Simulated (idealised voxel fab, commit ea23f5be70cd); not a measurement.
Process module under the name voxel transistor to metal
Cross-section cut: width 185 nm, square cells of 5 nm.
Throughout this document, each cross-section is represented as a grid of square cells and is presented as a sequence of bands enumerated from the top downward, where a band comprises one or more rows of cells.
Read a band's entry like this: the first values are the height of its top and the height of its bottom in nm, and what follows is the sequence of materials from left to right, each with its width in nm. Note that "blank" is empty space, and that a single material marked "full width" reaches across the band from edge to edge.
Height reference: 0 = level under which incoming wafer is all one material. Lowest band: no bottom, runs on downward, e.g. "0..down".
Quick explanation for "30->40": the width changes in equal steps down the rows of cells, from the first number in the band's top row to the second number in its bottom row.
Step note "remains unaltered" = no cross-section cell changed.
"Fully sealed cavities" lists enclosed empty spaces (at least 8 cells, no open path upward to the top), each as width x height at distance from the left edge, in nm.
Heads up: the bit after the settings on a step's line is the simulator's remark on that step.
When a step includes a mask, the "overlay nm" setting on its line states how far to the right of its planned place that mask lay, and negative values state how far to the left.

**Set out below are the planned steps of the process**
1) RECEIVE,material Si
2) CONFORMAL_DEP,material SiO2,thk nm 5
3) CONFORMAL_DEP,material SiN,thk nm 10
4) PATTERN,tone cover,mask id ACTIVE,material resist,width nm 85,thk nm 20,overlay nm 0
5) DIRECTIONAL_ETCH,etch materials SiN,depth nm 10
6) DIRECTIONAL_ETCH,etch materials SiO2,depth nm 5
7) DIRECTIONAL_ETCH,etch materials Si,depth nm 20
8) STRIP,etch materials resist
9) OXIDIZE,depth nm 5
10) FILL_DEP,material SiO2,thk nm 15
11) CMP,height nm 15
12) SELECTIVE_ETCH,etch materials SiO2,depth nm 5
13) STRIP,etch materials SiN
14) SELECTIVE_ETCH,etch materials SiO2,depth nm 5
15) OXIDIZE,depth nm 5
16) DIRECTIONAL_DEP,material polySi,thk nm 25
17) DIRECTIONAL_DEP,material SiCN,thk nm 15
18) DIRECTIONAL_DEP,material aC,thk nm 10
19) PATTERN,tone cover,mask id GATE,material resist,width nm 15,thk nm 25,overlay nm 0
20) DIRECTIONAL_ETCH,etch materials aC,depth nm 10
21) STRIP,etch materials resist
22) DIRECTIONAL_ETCH,etch materials SiCN,depth nm 25
23) DIRECTIONAL_ETCH,etch materials polySi,depth nm 35
24) STRIP,etch materials aC
25) CONFORMAL_DEP,material SiN,thk nm 10
26) DIRECTIONAL_ETCH,etch materials SiN,depth nm 10
27) DIRECTIONAL_ETCH,etch materials SiO2,depth nm 5
28) EPI,material SiGe,thk nm 5
29) FILL_DEP,material SiO2,thk nm 10
30) CMP,height nm 40
31) DIRECTIONAL_DEP,material SiO2,thk nm 15
32) MASKED_ETCH,tone open,mask id CONTACT,width nm 15,pitch nm 60,etch materials SiO2,depth nm 55,overlay nm -15
33) CONFORMAL_DEP,material TiN,thk nm 5
34) FILL_DEP,material W,thk nm 5
35) CMP,height nm 55
36) CONFORMAL_DEP,material SiCN,thk nm 5
37) DIRECTIONAL_DEP,material SiO2,thk nm 20
38) PATTERN,tone open,mask id METAL_1,material resist,width nm 15,pitch nm 60,thk nm 15,overlay nm 0
39) DIRECTIONAL_ETCH,etch materials SiO2,depth nm 20
40) DIRECTIONAL_ETCH,etch materials SiCN,depth nm 5
41) STRIP,etch materials resist
42) CONFORMAL_DEP,material TiN,thk nm 5
43) FILL_DEP,material Cu,thk nm 5
44) CMP,height nm 80
45) CONFORMAL_DEP,material SiN,thk nm 5
Variable across wafers: step 32 overlay nm (plan value is that of the first wafer; starting state common to all).

**The first of several wafers in cross-section, exactly as it reached us after step 1**
  0..down  Si full width
  Fully sealed cavities: none

**Once step 45, the last step, is complete, the module is at its end; this is the cross-section of the first of several wafers**
  85..80  SiN full width
  80..60  SiO2 (55)  TiN (5)  Cu (5)  TiN (5)  SiO2 (45)  TiN (5)  Cu (5)  TiN (5)  SiO2 (55)
  60..55  SiCN (55)  TiN (15)  SiCN (45)  TiN (15)  SiCN (55)
  55..45  SiO2 (40)  TiN (5)  W (5)  TiN (5)  SiO2 (45)  TiN (5)  W (5)  TiN (5)  SiO2 (70)
  45..40  SiO2 (40)  TiN (5)  W (5)  TiN (5)  SiO2 (45)  TiN (15)  SiO2 (70)
  40..25  SiO2 (40)  TiN (5)  W (5)  TiN (5)  SiO2 (20)  SiN (10)  SiCN (15)  SiN (10)  TiN (5)  SiO2 (70)
  25..10  SiO2 (40)  TiN (5)  W (5)  TiN (5)  SiO2 (20)  SiN (10)  polySi (15)  SiN (10)  TiN (5)  SiO2 (70)
  10..5  SiO2 (40)  TiN (15)  SiO2 (20)  SiN (10)  polySi (15)  SiN (10)  TiN (5)  SiO2 (70)
  5..0  SiO2 (40)  TiN (5)  SiN (10)  SiO2 (20)  SiN (10)  polySi (15)  SiN (10)  TiN (5)  SiO2 (15)  SiN (10)  SiO2 (45)
  0..-5  SiO2 (55)  SiGe (20)  SiO2 (35)  SiGe (20)  SiO2 (55)
  -5..-25  SiO2 (55)  Si (75)  SiO2 (55)
  -25..down  Si full width
  Fully sealed cavities: none

**Last wafer, end of module, cross-section**
  85..80  SiN full width
  80..60  SiO2 (55)  TiN (5)  Cu (5)  TiN (5)  SiO2 (45)  TiN (5)  Cu (5)  TiN (5)  SiO2 (55)
  60..55  SiCN (55)  TiN (15)  SiCN (45)  TiN (15)  SiCN (55)
  55..45  SiO2 (70)  TiN (5)  W (5)  TiN (5)  SiO2 (45)  TiN (5)  W (5)  TiN (5)  SiO2 (40)
  45..40  SiO2 (70)  TiN (15)  SiO2 (45)  TiN (5)  W (5)  TiN (5)  SiO2 (40)
  40..25  SiO2 (70)  TiN (5)  SiN (10)  SiCN (15)  SiN (10)  SiO2 (20)  TiN (5)  W (5)  TiN (5)  SiO2 (40)
  25..10  SiO2 (70)  TiN (5)  SiN (10)  polySi (15)  SiN (10)  SiO2 (20)  TiN (5)  W (5)  TiN (5)  SiO2 (40)
  10..5  SiO2 (70)  TiN (5)  SiN (10)  polySi (15)  SiN (10)  SiO2 (20)  TiN (15)  SiO2 (40)
  5..0  SiO2 (45)  SiN (10)  SiO2 (15)  TiN (5)  SiN (10)  polySi (15)  SiN (10)  SiO2 (20)  SiN (10)  TiN (5)  SiO2 (40)
  0..-5  SiO2 (55)  SiGe (20)  SiO2 (35)  SiGe (20)  SiO2 (55)
  -5..-25  SiO2 (55)  Si (75)  SiO2 (55)
  -25..down  Si full width
  Fully sealed cavities: none

**Below: a row per wafer. Contents at end of module: for every material, cells gained since receipt (+) or lost since receipt (-); then closed voids**
overlay nm -15; +8 Cu; -125 Si; +40 SiCN; +8 SiGe; +73 SiN; +540 SiO2; +59 TiN; +11 W; +15 polySi; Fully sealed cavities: none
overlay nm -10; +8 Cu; -125 Si; +40 SiCN; +8 SiGe; +73 SiN; +532 SiO2; +67 TiN; +11 W; +15 polySi; Fully sealed cavities: none
overlay nm -5; +8 Cu; -125 Si; +40 SiCN; +8 SiGe; +73 SiN; +523 SiO2; +68 TiN; +19 W; +15 polySi; Fully sealed cavities: none
overlay nm 0; +8 Cu; -125 Si; +40 SiCN; +8 SiGe; +73 SiN; +522 SiO2; +68 TiN; +20 W; +15 polySi; Fully sealed cavities: none
overlay nm 5; +8 Cu; -125 Si; +40 SiCN; +8 SiGe; +73 SiN; +523 SiO2; +68 TiN; +19 W; +15 polySi; Fully sealed cavities: none
overlay nm 10; +8 Cu; -125 Si; +40 SiCN; +8 SiGe; +73 SiN; +532 SiO2; +67 TiN; +11 W; +15 polySi; Fully sealed cavities: none
overlay nm 15; +8 Cu; -125 Si; +40 SiCN; +8 SiGe; +73 SiN; +540 SiO2; +59 TiN; +11 W; +15 polySi; Fully sealed cavities: none
